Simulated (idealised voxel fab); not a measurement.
process module | voxel capacitor over wiring
It is cross-section cut that appears here, measuring 220 nm in width, its square cells being 5 nm in size.
If you're reading a cross-section in this doc, picture square cells in a grid; it comes to you as bands, top ones listed first down to the bottom, and a band can be one or more rows of cells. Heads up on the band format: heights come first, top then bottom, in nm. After that it's the materials left to right, each with its width in nm. A single material flagged "full width" fills the whole band edge to edge, and "empty" means there's empty space there. Ref level 0: as-received wafer is one material below here. Bottom band extends down with no lower bound ("0 and below"). Width spec "30->40" -> top row of cells at first value, bottom row at second value, equal per-row change in between. "no alterations made", as given for a step, is the statement that not any cell of the cross-section underwent a change during that step. Enclosed voids (no open way to top), threshold 8 cells or more, entry "Closed internal voids", notation width x height at distance, distance from left edge, nm. On each step's line, the part that comes after the settings is the simulator's own comment on the step. Among the settings permitted on a step's line is "overlay nm"; applied to a step with a mask, it specifies the extent to which the mask lay to the right of its planned position, whereas a negative figure signifies a position to the left.
## Planned process steps
1,RECEIVE (material Si)
2,CONFORMAL_DEP (material SiO2; thk nm 10)
3,CONFORMAL_DEP (material SiN; thk nm 5)
4,DIRECTIONAL_DEP (material lowk; thk nm 15)
5,PATTERN (tone open; mask id METAL_1; material resist; width nm 20; pitch nm 70; thk nm 15; overlay nm 0)
6,DIRECTIONAL_ETCH (etch materials lowk; depth nm 15)
7,DIRECTIONAL_ETCH (etch materials SiN; depth nm 5)
8,STRIP (etch materials resist)
9,CONFORMAL_DEP (material TiN; thk nm 5)
10,FILL_DEP (material Cu; thk nm 10)
11,CMP (height nm 30)
12,CONFORMAL_DEP (material SiCN; thk nm 5)
13,DIRECTIONAL_DEP (material lowk; thk nm 20)
14,DIRECTIONAL_DEP (material aC; thk nm 10)
15,PATTERN (tone open; mask id PLUG_1; material resist; width nm 15; thk nm 30; overlay nm 0)
16,DIRECTIONAL_ETCH (etch materials aC; depth nm 10)
17,STRIP (etch materials resist)
18,DIRECTIONAL_ETCH (etch materials lowk; depth nm 20)
19,DIRECTIONAL_ETCH (etch materials SiCN; depth nm 5)
20,STRIP (etch materials aC)
21,EPI (material Ru; thk nm 10)
22,EPI (material Ru; thk nm 10)
23,EPI (material Ru; thk nm 5)
24,DIRECTIONAL_DEP (material TiN; thk nm 10)
25,DIRECTIONAL_DEP (material SiN; thk nm 5)
26,DIRECTIONAL_DEP (material TiN; thk nm 10)
27,PATTERN (tone cover; mask id UPPER_PLATE; material resist; width nm 55; thk nm 15; overlay nm 0)
28,DIRECTIONAL_ETCH (etch materials TiN; depth nm 10)
29,DIRECTIONAL_ETCH (etch materials SiN; depth nm 5)
30,STRIP (etch materials resist)
31,MASKED_ETCH (tone cover; mask id LOWER_PLATE; width nm 65; etch materials TiN; depth nm 10; overlay nm 0)
32,FILL_DEP (material SiO2; thk nm 15)
33,CMP (height nm 90)
34,DIRECTIONAL_DEP (material aC; thk nm 15)
35,PATTERN (tone open; mask id PLUG_2; material resist; width nm 15; thk nm 30; overlay nm 0)
36,DIRECTIONAL_ETCH (etch materials aC; depth nm 15)
37,STRIP (etch materials resist)
38,DIRECTIONAL_ETCH (etch materials SiO2; depth nm 10)
39,STRIP (etch materials aC)
40,CONFORMAL_DEP (material TiN; thk nm 5)
41,FILL_DEP (material Cu; thk nm 5)
42,CMP (height nm 90)
43,CONFORMAL_DEP (material SiCN; thk nm 5)
## Here's what the wafer looked like in cross-section when it arrived - that's after step 1
0 and below = Si full width
Closed internal voids: none
## Looking at the first of two wafers in cross-section at end of module - ran to plan
95 down to 90 = SiCN full width
90 down to 85 = 80 SiO2 | 5 TiN | 5 Cu | 5 TiN | 125 SiO2
85 down to 80 = 80 SiO2 | 15 TiN | 125 SiO2
80 down to 70 = 70 SiO2 | 55 TiN | 95 SiO2
70 down to 65 = 70 SiO2 | 55 SiN | 95 SiO2
65 down to 55 = 65 SiO2 | 65 TiN | 90 SiO2
55 down to 35 = 70 lowk | 15 Ru | 135 lowk
35 down to 30 = 70 SiCN | 15 Ru | 135 SiCN
30 down to 15 = 65 lowk | 5 TiN | 10 Cu | 5 TiN | 50 lowk | 5 TiN | 10 Cu | 5 TiN | 65 lowk
15 down to 10 = 65 SiN | 20 TiN | 50 SiN | 20 TiN | 65 SiN
10 down to 0 = SiO2 full width
0 and below = Si full width
Closed internal voids: none
## Here's the second of our two wafers sectioned at module end. Same start as the first, same plan, but one mistake got made running it
95 down to 90 = SiCN full width
90 down to 85 = 80 SiO2 | 5 TiN | 5 Cu | 5 TiN | 125 SiO2
85 down to 80 = 80 SiO2 | 15 TiN | 125 SiO2
80 down to 70 = 70 SiO2 | 55 TiN | 95 SiO2
70 down to 65 = 70 SiO2 | 55 SiN | 95 SiO2
65 down to 55 = 65 SiO2 | 65 TiN | 90 SiO2
55 down to 35 = 70 lowk | 15 Ru | 135 lowk
35 down to 30 = 70 SiCN | 15 Ru | 135 SiCN
30 down to 20 = 65 lowk | 5 TiN | 10 Cu | 5 TiN | 50 lowk | 5 TiN | 10 Cu | 5 TiN | 65 lowk
20 down to 15 = 65 lowk | 20 TiN | 50 lowk | 20 TiN | 65 lowk
15 down to 10 = Cu full width
10 down to 0 = SiO2 full width
0 and below = Si full width
Closed internal voids: none
Finding, execution versus plan: it should be noted that step 3 was executed with settings other than those planned, the operation and settings actually applied being CONFORMAL_DEP (material Cu; thk nm 5)
Wafer comparison, final, in cells, second relative to first, materials more or fewer: Cu +40, SiN -36, TiN -4
